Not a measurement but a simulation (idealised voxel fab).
A process module follows: voxel local oxidation.
Each square cell in cross-section cut measures 5 nm, and the section as a whole is 290 nm wide.
In this document a cross-section is written as a grid of square cells. It is given as a series of bands, listed from the top down, and a band is one or more rows of cells.
Quick guide to a band line: top height, bottom height (nm) up front; then every material left to right with its width in nm. Only one material and it's marked "all across"? Then it fills the band edge to edge. And "air" just means empty space.
Below 0: as-received wafer, all one material; heights counted from there. Lowest band: no bottom, goes on down, written "0 and below".
Width spec "30 to 40" -> top row of cells at first value, bottom row at second value, equal per-row change in between.
"all unchanged" for a step: no cell of the cross-section changed in that step.
The entry "Completely sealed voids" lists the empty spaces that cover at least 8 cells and have no open path to the top. Each is written as width x height at distance, where the distance is measured from the left edge and all three values are in nm.
Formally, on a step line, whatever follows the settings is a remark that the simulator itself makes on the step.
overlay nm, on a step with a mask: how far to the right of its planned place the mask lay; to the left if negative

STEPS PLANNED FOR THE PROCESS
1,RECEIVE [material Si]
2,OXIDIZE [depth nm 5]
3,CONFORMAL_DEP [material SiN] [thk nm 15]
4,DIRECTIONAL_DEP [material aC] [thk nm 15]
5,PATTERN [tone cover] [mask id ACTIVE] [material resist] [width nm 100] [thk nm 35] [overlay nm 0]
6,DIRECTIONAL_ETCH [etch materials aC] [depth nm 15]
7,STRIP [etch materials resist]
8,DIRECTIONAL_ETCH [etch materials SiN] [depth nm 15]
9,STRIP [etch materials aC]
10,SELECTIVE_ETCH [etch materials SiO2] [depth nm 5]
11,OXIDIZE [depth nm 15]
12,STRIP [etch materials SiN]
Same starting wafers, different width nm at step 5. Plan value belongs to the first wafer.

CROSS-SECTION OF THE FIRST OF SEVERAL WAFERS AS RECEIVED (AFTER STEP 1)
* 0 and below = Si all across
* Completely sealed voids: none

EVERY ROW IN THIS TABLE IS A WAFER AT THE END OF THE MODULE, AND IT GIVES, FOR EACH OF THE MATERIALS, THE CELLS THAT WAFER HAS GAINED (+) OR LOST (-) SINCE IT WAS RECEIVED, THEN ITS CLOSED VOIDS
width nm 100, -196 Si, +156 SiO2, Completely sealed voids: none
width nm 105, -193 Si, +154 SiO2, Completely sealed voids: none
width nm 110, -190 Si, +152 SiO2, Completely sealed voids: none
width nm 115, -187 Si, +150 SiO2, Completely sealed voids: none
width nm 120, -184 Si, +148 SiO2, Completely sealed voids: none
width nm 125, -181 Si, +146 SiO2, Completely sealed voids: none
